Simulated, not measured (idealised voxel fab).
The following is a process module called voxel air gaps.
It is cross-section cut that appears here, measuring 185 nm in width, its square cells being 5 nm in size.
Just so we're on the same page, the cross-sections are grids of square cells, and they're listed out in bands top to bottom, each band one or more rows deep.
Heads up on the band format: heights come first, top then bottom, in nm. After that it's the materials left to right, each with its width in nm. A single material flagged "throughout" fills the whole band edge to edge, and "blank" means there's empty space there.
A quick word on heights: they are counted from 0, and under that level the wafer as it came to us is one material throughout. The lowest band is different from the rest in having no bottom; it simply continues downward, written as in "0..down".
Graded width ("30..40"): value in top row of band = first number; value in bottom row = second number; row-to-row change constant.
"nothing changed", as given for a step, is the statement that not any cell of the cross-section underwent a change during that step.
Under "Internal closed voids" you'll find the enclosed gaps, the ones with no way out to the top, that are 8 cells or bigger; each reads width x height at distance, with distance counted from the left edge, everything in nm.
Note: text after step settings on the step line = simulator remark on that step.
Steps that use a mask can have "overlay nm" on their line. It says how far the mask sat to the right of where it was meant to be. Negative means to the left.
BELOW IS THE LIST OF PLANNED PROCESS STEPS
| 1 | op RECEIVE | material Si |
| 2 | op CONFORMAL_DEP | material SiO2 | thk nm 15 |
| 3 | op CONFORMAL_DEP | material SiN | thk nm 5 |
| 4 | op DIRECTIONAL_DEP | material SiO2 | thk nm 40 |
| 5 | op PATTERN | tone open | mask id LINES | material resist | width nm 25 | pitch nm 50 | thk nm 15 | overlay nm 0 |
| 6 | op DIRECTIONAL_ETCH | etch materials SiO2 | depth nm 40 |
| 7 | op STRIP | etch materials resist |
| 8 | op CONFORMAL_DEP | material TiN | thk nm 5 |
| 9 | op FILL_DEP | material W | thk nm 10 |
| 10 | op CMP | height nm 60 |
| 11 | op EPI | material Ru | thk nm 10 |
| 12 | op SELECTIVE_ETCH | etch materials SiO2 | depth nm 50 |
| 13 | op CONFORMAL_DEP | material SiCN | thk nm 5 |
SHOWN IN CROSS-SECTION IS THE WAFER AS RECEIVED, THAT IS, AS IT STANDS AFTER STEP 1
* 0..down  Si throughout
* Internal closed voids: none
CROSS-SECTION TAKEN AT MODULE COMPLETION ON THE FIRST OF TWO WAFERS; PROCESSED PER THE PLAN
* 75..70  blank (15)  SiCN (155)  blank (15)
* 70..60  blank (15)  SiCN (5)  Ru (45)  SiCN (5)  Ru (45)  SiCN (5)  Ru (45)  SiCN (5)  blank (15)
* 60..55  blank (15)  SiCN (15)  TiN (5)  W (15)  TiN (5)  SiCN (25)  TiN (5)  W (15)  TiN (5)  SiCN (25)  TiN (5)  W (15)  TiN (5)  SiCN (15)  blank (15)
* 55..25  blank (25)  SiCN (5)  TiN (5)  W (15)  TiN (5)  SiCN (5)  blank (15)  SiCN (5)  TiN (5)  W (15)  TiN (5)  SiCN (5)  blank (15)  SiCN (5)  TiN (5)  W (15)  TiN (5)  SiCN (5)  blank (25)
* 25..20  SiCN (30)  TiN (25)  SiCN (25)  TiN (25)  SiCN (25)  TiN (25)  SiCN (30)
* 20..15  SiN throughout
* 15..0  SiO2 throughout
* 0..down  Si throughout
* Internal closed voids: 15 x 30 at 60; 15 x 30 at 110
CROSS-SECTIONAL VIEW: SECOND OF TWO WAFERS, END OF MODULE; START AND PLAN IDENTICAL TO THE FIRST, ONE MISTAKE IN RUNNING
* 75..70  blank (15)  SiCN (155)  blank (15)
* 70..60  blank (15)  SiCN (5)  Ru (45)  SiCN (5)  Ru (45)  SiCN (5)  Ru (45)  SiCN (5)  blank (15)
* 60..55  blank (15)  SiCN (15)  TiN (5)  W (15)  TiN (5)  SiCN (25)  TiN (5)  W (15)  TiN (5)  SiCN (25)  TiN (5)  W (15)  TiN (5)  SiCN (15)  blank (15)
* 55..25  blank (25)  SiCN (5)  TiN (5)  W (15)  TiN (5)  SiCN (5)  blank (15)  SiCN (5)  TiN (5)  W (15)  TiN (5)  SiCN (5)  blank (15)  SiCN (5)  TiN (5)  W (15)  TiN (5)  SiCN (5)  blank (25)
* 25..20  blank (25)  SiCN (5)  TiN (25)  SiCN (5)  blank (15)  SiCN (5)  TiN (25)  SiCN (5)  blank (15)  SiCN (5)  TiN (25)  SiCN (5)  blank (25)
* 20..15  blank (25)  SiCN (15)  SiO2 (5)  SiCN (15)  blank (15)  SiCN (15)  SiO2 (5)  SiCN (15)  blank (15)  SiCN (15)  SiO2 (5)  SiCN (15)  blank (25)
* 15..10  SiCN (40)  SiO2 (5)  SiCN (45)  SiO2 (5)  SiCN (45)  SiO2 (5)  SiCN (40)
* 10..5  SiO2 throughout
* 5..0  SiN throughout
* 0..down  Si throughout
* Internal closed voids: 15 x 40 at 60; 15 x 40 at 110
What was done differently from what was planned? it was found that steps 2 and 3 of the process plan had been performed in exchanged positions
End of process, cell counts, second wafer against first, materials with more or fewer: 36 more of SiCN, 68 fewer of SiO2
